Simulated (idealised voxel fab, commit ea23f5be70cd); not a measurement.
Process module, titled voxel transistor to metal
In the cross-section labelled cut, the width is 180 nm and each square cell is 5 nm.
Cross-sections here: square-cell grids, written as top-down lists of bands, a band being one or more rows of cells.
For a band, the entry starts with two heights in nm, that of the top and then that of the bottom, and carries on with the band's materials in order from left to right, each alongside its width in nm; the word "everywhere" beside a single material means it fills the band edge to edge, and "blank" means empty space.
Heights are measured from 0, the level below which the as-received wafer is all one material; the lowest band has no bottom and continues downward, written as in "from 0 down".
Width: "30 to 40" (first number = top row, second number = bottom row, same change from row to row of cells).
What does "everything unchanged" mean for a step? It means no cell of the cross-section changed in that step.
Any empty space of 8 cells or more lacking an open way to the top shows up in "Enclosed void list" as width x height at distance, distance from the left edge, in nm.
If you see something after the settings on a step's line, that's the simulator's own remark about that step.
overlay nm, on a step with a mask: how far to the right of its planned place the mask lay; to the left if negative
-- The following list gives the planned process steps
1. RECEIVE,material Si
2. OXIDIZE,depth nm 5
3. CONFORMAL_DEP,material SiN,thk nm 15
4. PATTERN,tone cover,mask id ACTIVE,material resist,width nm 115,thk nm 15,overlay nm 0
5. DIRECTIONAL_ETCH,etch materials SiN,depth nm 15
6. DIRECTIONAL_ETCH,etch materials SiO2,depth nm 5
7. DIRECTIONAL_ETCH,etch materials Si,depth nm 25
8. STRIP,etch materials resist
9. OXIDIZE,depth nm 5
10. FILL_DEP,material SiO2,thk nm 15
11. CMP,height nm 15
12. SELECTIVE_ETCH,etch materials SiO2,depth nm 10
13. STRIP,etch materials SiN
14. SELECTIVE_ETCH,etch materials SiO2,depth nm 5
15. OXIDIZE,depth nm 5
16. DIRECTIONAL_DEP,material polySi,thk nm 30
17. DIRECTIONAL_DEP,material SiCN,thk nm 10
18. PATTERN,tone cover,mask id GATE,material resist,width nm 25,thk nm 15,overlay nm 0
19. DIRECTIONAL_ETCH,etch materials SiCN,depth nm 20
20. DIRECTIONAL_ETCH,etch materials polySi,depth nm 40
21. STRIP,etch materials resist
22. CONFORMAL_DEP,material SiN,thk nm 5
23. DIRECTIONAL_ETCH,etch materials SiN,depth nm 5
24. DIRECTIONAL_ETCH,etch materials SiO2,depth nm 5
25. DIRECTIONAL_ETCH,etch materials Si,depth nm 10
26. EPI,material nSi,thk nm 10
27. FILL_DEP,material SiO2,thk nm 10
28. CMP,height nm 25
29. STRIP,etch materials polySi
30. SELECTIVE_ETCH,etch materials SiO2,depth nm 5
31. CONFORMAL_DEP,material HfO2,thk nm 5
32. CONFORMAL_DEP,material TiN,thk nm 5
33. FILL_DEP,material W,thk nm 5
34. CMP,height nm 20
35. DIRECTIONAL_DEP,material SiO2,thk nm 15
36. DIRECTIONAL_DEP,material aC,thk nm 15
37. PATTERN,tone open,mask id CONTACT,material resist,width nm 20,pitch nm 85,thk nm 30,overlay nm 0
38. DIRECTIONAL_ETCH,etch materials aC,depth nm 15
39. STRIP,etch materials resist
40. DIRECTIONAL_ETCH,etch materials SiO2,depth nm 45
41. STRIP,etch materials aC
42. CONFORMAL_DEP,material TiN,thk nm 5
43. FILL_DEP,material Ru,thk nm 5
44. CMP,height nm 35
45. CONFORMAL_DEP,material SiCN,thk nm 5
46. DIRECTIONAL_DEP,material lowk,thk nm 20
47. DIRECTIONAL_DEP,material aC,thk nm 15
48. PATTERN,tone open,mask id METAL_1,material resist,width nm 20,pitch nm 85,thk nm 35,overlay nm 0
49. DIRECTIONAL_ETCH,etch materials aC,depth nm 15
50. STRIP,etch materials resist
51. DIRECTIONAL_ETCH,etch materials lowk,depth nm 20
52. DIRECTIONAL_ETCH,etch materials SiCN,depth nm 5
53. STRIP,etch materials aC
54. CONFORMAL_DEP,material TiN,thk nm 5
55. FILL_DEP,material Ru,thk nm 10
56. CMP,height nm 60
57. CONFORMAL_DEP,material SiCN,thk nm 5
58. DIRECTIONAL_DEP,material SiO2,thk nm 30
59. MASKED_ETCH,tone open,mask id METAL_2_HOLES,width nm 15,pitch nm 85,etch materials SiO2,depth nm 30,overlay nm 0
60. DIRECTIONAL_DEP,material aC,thk nm 10
61. PATTERN,tone open,mask id METAL_2,material resist,width nm 20,pitch nm 85,thk nm 30,overlay nm 0
62. DIRECTIONAL_ETCH,etch materials aC,depth nm 10
63. STRIP,etch materials resist
64. DIRECTIONAL_ETCH,etch materials SiO2,depth nm 15
65. DIRECTIONAL_ETCH,etch materials SiCN,depth nm 5
66. STRIP,etch materials aC
67. CONFORMAL_DEP,material TiN,thk nm 5
68. FILL_DEP,material Cu,thk nm 10
69. CMP,height nm 95
70. CONFORMAL_DEP,material SiCN,thk nm 5
-- Cross-section of the wafer upon arrival, representing the state reached after step 1
> from 0 down: Si everywhere
> Enclosed void list: none
-- The following cross-section depicts the wafer upon conclusion of the module. Processing commenced from the starting condition illustrated above and adhered to the plan illustrated above, save for one mistake in execution
> from 100 to 95: SiCN everywhere
> from 95 to 85: SiO2 35 nm  TiN 5 nm  Cu 10 nm  TiN 5 nm  SiO2 65 nm  TiN 5 nm  Cu 10 nm  TiN 5 nm  SiO2 40 nm
> from 85 to 80: SiO2 35 nm  TiN 5 nm  Cu 5 nm  TiN 10 nm  SiO2 65 nm  TiN 5 nm  Cu 5 nm  TiN 10 nm  SiO2 40 nm
> from 80 to 65: SiO2 35 nm  TiN 5 nm  Cu 5 nm  TiN 5 nm  SiO2 70 nm  TiN 5 nm  Cu 5 nm  TiN 5 nm  SiO2 45 nm
> from 65 to 60: SiCN 35 nm  TiN 15 nm  SiCN 70 nm  TiN 15 nm  SiCN 45 nm
> from 60 to 40: lowk 35 nm  TiN 5 nm  Ru 10 nm  TiN 5 nm  lowk 65 nm  TiN 5 nm  Ru 10 nm  TiN 5 nm  lowk 40 nm
> from 40 to 35: SiCN 35 nm  TiN 20 nm  SiCN 65 nm  TiN 20 nm  SiCN 40 nm
> from 35 to -5: SiO2 35 nm  TiN 5 nm  Ru 10 nm  TiN 5 nm  SiO2 65 nm  TiN 5 nm  Ru 10 nm  TiN 5 nm  SiO2 40 nm
> from -5 to -10: SiO2 35 nm  TiN 20 nm  SiO2 65 nm  TiN 20 nm  SiO2 40 nm
> from -10 to -35: SiO2 35 nm  Si 105 nm  SiO2 40 nm
> from -35 down: Si everywhere
> Enclosed void list: none
Deviation noted in wafer processing: step 16: run off-plan, actual operation and settings DIRECTIONAL_DEP,material SiO2,thk nm 30
